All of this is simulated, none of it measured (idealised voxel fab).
voxel self aligned contacts: a process module
For reference, the cross-section in this document is cut, with width 160 nm and square cells of 5 nm.
Square cells in a grid make up a cross-section in this document, and the grid is given as bands, listed from the top down, each one or more rows of cells.
Band entry format. Leading values: height of top, height of bottom, nm. Remainder: materials in left-to-right order, each with its width in nm. Special words: "edge to edge" on a single material, which then fills the band edge to edge; "air", empty space.
Convention: height 0 is the level below which the wafer, as received, is all one material. The lowest band does not terminate at the bottom but continues downward, represented as "z 0 and below".
Width spec "30->40" -> top row of cells at first value, bottom row at second value, equal per-row change in between.
Reading "changes: none" for a step: not a cell of the cross-section changed in it.
So "Closed void roster" is basically the list of trapped voids: any empty space of 8 cells or more that can't reach the top through an opening. They're written width x height at distance, the distance being from the left edge, and it's all nm.
Step line, after settings: the simulator's comment on this step.
overlay nm: on a step with a mask, how far right of its planned place the mask lay; negative means left.

Process steps - plan:
1) RECEIVE | material Si
2) CONFORMAL_DEP | material SiO2 | thk nm 5
3) DIRECTIONAL_DEP | material polySi | thk nm 30
4) DIRECTIONAL_DEP | material SiN | thk nm 20
5) MASKED_ETCH | tone cover | mask id GATE | width nm 30 | pitch nm 60 | etch materials SiN | depth nm 20 | overlay nm 0
6) MASKED_ETCH | tone cover | mask id GATE | width nm 30 | pitch nm 60 | etch materials polySi | depth nm 30 | overlay nm 0
7) CONFORMAL_DEP | material SiN | thk nm 5
8) DIRECTIONAL_ETCH | etch materials SiN | depth nm 5
9) FILL_DEP | material SiO2 | thk nm 20
10) CMP | height nm 65
11) DIRECTIONAL_DEP | material aC | thk nm 10
12) PATTERN | tone open | mask id CONTACT | material resist | width nm 40 | thk nm 25 | overlay nm 0
13) DIRECTIONAL_ETCH | etch materials aC | depth nm 10
14) STRIP | etch materials resist
15) DIRECTIONAL_ETCH | etch materials SiO2 | depth nm 65
16) STRIP | etch materials aC
17) CONFORMAL_DEP | material TiN | thk nm 5
18) FILL_DEP | material Ru | thk nm 5
19) CMP | height nm 65
20) CONFORMAL_DEP | material SiCN | thk nm 5

The first of a set of two wafers, run to plan:

Wafer at receipt (post step 1), cross-section:
* z 0 and below = Si edge to edge
* Closed void roster: none

The wafer, seen in cross-section, after step 2:
* z 5 to 0 = SiO2 edge to edge
* Nothing below the height 0 has changed.

The wafer, seen in cross-section, after step 3:
* z 35 to 5 = polySi edge to edge
* Nothing below the height 5 has changed.

The wafer, seen in cross-section, after step 4:
* z 55 to 35 = SiN edge to edge
* Nothing below the height 35 has changed.

The wafer, seen in cross-section, after step 5:
* z 55 to 35 = air 35 / SiN 30 / air 30 / SiN 30 / air 35
* Nothing below the height 35 has changed.

The wafer, seen in cross-section, after step 6:
* z 55 to 35 = air 35 / SiN 30 / air 30 / SiN 30 / air 35
* z 35 to 5 = air 35 / polySi 30 / air 30 / polySi 30 / air 35
* Nothing below the height 5 has changed.

The wafer, seen in cross-section, after step 7:
* z 60 to 35 = air 30 / SiN 40 / air 20 / SiN 40 / air 30
* z 35 to 10 = air 30 / SiN 5 / polySi 30 / SiN 5 / air 20 / SiN 5 / polySi 30 / SiN 5 / air 30
* z 10 to 5 = SiN 35 / polySi 30 / SiN 30 / polySi 30 / SiN 35
* Nothing below the height 5 has changed.

The wafer, seen in cross-section, after step 8:
* z 55 to 35 = air 30 / SiN 40 / air 20 / SiN 40 / air 30
* z 35 to 5 = air 30 / SiN 5 / polySi 30 / SiN 5 / air 20 / SiN 5 / polySi 30 / SiN 5 / air 30
* Nothing below the height 5 has changed.

The wafer, seen in cross-section, after step 9:
* z 75 to 55 = SiO2 edge to edge
* z 55 to 35 = SiO2 30 / SiN 40 / SiO2 20 / SiN 40 / SiO2 30
* z 35 to 5 = SiO2 30 / SiN 5 / polySi 30 / SiN 5 / SiO2 20 / SiN 5 / polySi 30 / SiN 5 / SiO2 30
* Nothing below the height 5 has changed.

The wafer, seen in cross-section, after step 10:
* z 65 to 55 = SiO2 edge to edge
* Nothing below the height 55 has changed.

The wafer, seen in cross-section, after step 11:
* z 75 to 65 = aC edge to edge
* Nothing below the height 65 has changed.

The wafer, seen in cross-section, after step 12:
* z 100 to 75 = resist 60 / air 40 / resist 60
* Nothing below the height 75 has changed.

The wafer, seen in cross-section, after step 13:
* z 90 to 75 = resist 60 / air 40 / resist 60
* z 75 to 65 = aC 60 / air 40 / aC 60
* Nothing below the height 65 has changed.

The wafer, seen in cross-section, after step 14:
* z 75 to 65 = aC 60 / air 40 / aC 60
* Nothing below the height 65 has changed.

The wafer, seen in cross-section, after step 15:
* z 75 to 65 = aC 60 / air 40 / aC 60
* z 65 to 55 = SiO2 60 / air 40 / SiO2 60
* z 55 to 35 = SiO2 30 / SiN 40 / air 20 / SiN 40 / SiO2 30
* z 35 to 5 = SiO2 30 / SiN 5 / polySi 30 / SiN 5 / air 20 / SiN 5 / polySi 30 / SiN 5 / SiO2 30
* z 5 to 0 = SiO2 70 / air 20 / SiO2 70
* Nothing below the height 0 has changed.

The wafer, seen in cross-section, after step 16:
* z 65 to 55 = SiO2 60 / air 40 / SiO2 60
* Nothing below the height 55 has changed.

The wafer, seen in cross-section, after step 17:
* z 70 to 65 = TiN 65 / air 30 / TiN 65
* z 65 to 55 = SiO2 60 / TiN 5->15 / air 30->10 / TiN 5->15 / SiO2 60
* z 55 to 35 = SiO2 30 / SiN 40 / TiN 5 / air 10 / TiN 5 / SiN 40 / SiO2 30
* z 35 to 5 = SiO2 30 / SiN 5 / polySi 30 / SiN 5 / TiN 5 / air 10 / TiN 5 / SiN 5 / polySi 30 / SiN 5 / SiO2 30
* z 5 to 0 = SiO2 70 / TiN 20 / SiO2 70
* Nothing below the height 0 has changed.

The wafer, seen in cross-section, after step 18:
* z 75 to 70 = Ru edge to edge
* z 70 to 65 = TiN 65 / Ru 30 / TiN 65
* z 65 to 55 = SiO2 60 / TiN 5->15 / Ru 30->10 / TiN 5->15 / SiO2 60
* z 55 to 35 = SiO2 30 / SiN 40 / TiN 5 / Ru 10 / TiN 5 / SiN 40 / SiO2 30
* z 35 to 5 = SiO2 30 / SiN 5 / polySi 30 / SiN 5 / TiN 5 / Ru 10 / TiN 5 / SiN 5 / polySi 30 / SiN 5 / SiO2 30
* Nothing below the height 5 has changed.

The wafer, seen in cross-section, after step 19:
* z 65 to 55 = SiO2 60 / TiN 5->15 / Ru 30->10 / TiN 5->15 / SiO2 60
* Nothing below the height 55 has changed.

The wafer, seen in cross-section, after step 20:
* z 70 to 65 = SiCN edge to edge
* Nothing below the height 65 has changed.

Wafer two of the pair: same origin, same plan, one error during the run; identical to wafer one up to and including step 4:

Cross-section: second wafer, time at which step 5 was scheduled to end:
* z 55 to 35 = air 40 / SiN 30 / air 30 / SiN 30 / air 30
* Nothing below the height 35 has changed.

Cross-section: second wafer, time at which step 6 was scheduled to end:
* z 55 to 35 = air 40 / SiN 30 / air 30 / SiN 30 / air 30
* z 35 to 5 = air 35 / polySi 35 / air 25 / polySi 35 / air 30
* Nothing below the height 5 has changed.

Cross-section: second wafer, time at which step 7 was scheduled to end:
* z 60 to 40 = air 35 / SiN 40 / air 20 / SiN 40 / air 25
* z 40 to 35 = air 30 / SiN 45 / air 15 / SiN 45 / air 25
* z 35 to 10 = air 30 / SiN 5 / polySi 35 / SiN 5 / air 15 / SiN 5 / polySi 35 / SiN 5 / air 25
* z 10 to 5 = SiN 35 / polySi 35 / SiN 25 / polySi 35 / SiN 30
* Nothing below the height 5 has changed.

Cross-section: second wafer, time at which step 8 was scheduled to end:
* z 55 to 35 = air 35 / SiN 40 / air 20 / SiN 40 / air 25
* z 35 to 5 = air 30 / SiN 5 / polySi 35 / SiN 5 / air 15 / SiN 5 / polySi 35 / SiN 5 / air 25
* Nothing below the height 5 has changed.

Cross-section: second wafer, time at which step 9 was scheduled to end:
* z 75 to 55 = SiO2 edge to edge
* z 55 to 35 = SiO2 35 / SiN 40 / SiO2 20 / SiN 40 / SiO2 25
* z 35 to 5 = SiO2 30 / SiN 5 / polySi 35 / SiN 5 / SiO2 15 / SiN 5 / polySi 35 / SiN 5 / SiO2 25
* Nothing below the height 5 has changed.

Cross-section: second wafer, time at which step 10 was scheduled to end:
* z 65 to 55 = SiO2 edge to edge
* Nothing below the height 55 has changed.

Cross-section: second wafer, time at which step 11 was scheduled to end:
* z 75 to 65 = aC edge to edge
* Nothing below the height 65 has changed.

Cross-section: second wafer, time at which step 12 was scheduled to end:
* z 100 to 75 = resist 60 / air 40 / resist 60
* Nothing below the height 75 has changed.

Cross-section: second wafer, time at which step 13 was scheduled to end:
* z 90 to 75 = resist 60 / air 40 / resist 60
* z 75 to 65 = aC 60 / air 40 / aC 60
* Nothing below the height 65 has changed.

Cross-section: second wafer, time at which step 14 was scheduled to end:
* z 75 to 65 = aC 60 / air 40 / aC 60
* Nothing below the height 65 has changed.

Cross-section: second wafer, time at which step 15 was scheduled to end:
* z 75 to 65 = aC 60 / air 40 / aC 60
* z 65 to 55 = SiO2 60 / air 40 / SiO2 60
* z 55 to 35 = SiO2 35 / SiN 40 / air 20 / SiN 40 / SiO2 25
* z 35 to 5 = SiO2 30 / SiN 5 / polySi 35 / SiN 5 / air 15 / SiN 5 / polySi 35 / SiN 5 / SiO2 25
* z 5 to 0 = SiO2 75 / air 15 / SiO2 70
* Nothing below the height 0 has changed.

Cross-section: second wafer, time at which step 16 was scheduled to end:
* z 65 to 55 = SiO2 60 / air 40 / SiO2 60
* Nothing below the height 55 has changed.

Cross-section: second wafer, time at which step 17 was scheduled to end:
* z 70 to 65 = TiN 65 / air 30 / TiN 65
* z 65 to 55 = SiO2 60 / TiN 5->20 / air 30->10 / TiN 5->10 / SiO2 60
* z 55 to 40 = SiO2 35 / SiN 40 / TiN 5 / air 10 / TiN 5 / SiN 40 / SiO2 25
* z 40 to 35 = SiO2 35 / SiN 40 / TiN 5 / air 5 / TiN 10 / SiN 40 / SiO2 25
* z 35 to 5 = SiO2 30 / SiN 5 / polySi 35 / SiN 5 / TiN 5 / air 5 / TiN 5 / SiN 5 / polySi 35 / SiN 5 / SiO2 25
* z 5 to 0 = SiO2 75 / TiN 15 / SiO2 70
* Nothing below the height 0 has changed.

Cross-section: second wafer, time at which step 18 was scheduled to end:
* z 75 to 70 = Ru edge to edge
* z 70 to 65 = TiN 65 / Ru 30 / TiN 65
* z 65 to 55 = SiO2 60 / TiN 5->20 / Ru 30->10 / TiN 5->10 / SiO2 60
* z 55 to 40 = SiO2 35 / SiN 40 / TiN 5 / Ru 10 / TiN 5 / SiN 40 / SiO2 25
* z 40 to 35 = SiO2 35 / SiN 40 / TiN 5 / Ru 5 / TiN 10 / SiN 40 / SiO2 25
* z 35 to 5 = SiO2 30 / SiN 5 / polySi 35 / SiN 5 / TiN 5 / Ru 5 / TiN 5 / SiN 5 / polySi 35 / SiN 5 / SiO2 25
* Nothing below the height 5 has changed.

Cross-section: second wafer, time at which step 19 was scheduled to end:
* z 65 to 55 = SiO2 60 / TiN 5->20 / Ru 30->10 / TiN 5->10 / SiO2 60
* Nothing below the height 55 has changed.

Cross-section: second wafer, time at which step 20 was scheduled to end:
* z 70 to 65 = SiCN edge to edge
* Nothing below the height 65 has changed.
The plan and the run diverged here: step 5: run off-plan, actual operation and settings MASKED_ETCH | tone cover | mask id GATE | width nm 30 | pitch nm 60 | etch materials SiN | depth nm 20 | overlay nm 5
Count the cells at the end and the second wafer has more or fewer of some materials than the first: -7 Ru; -5 SiO2; +12 polySi
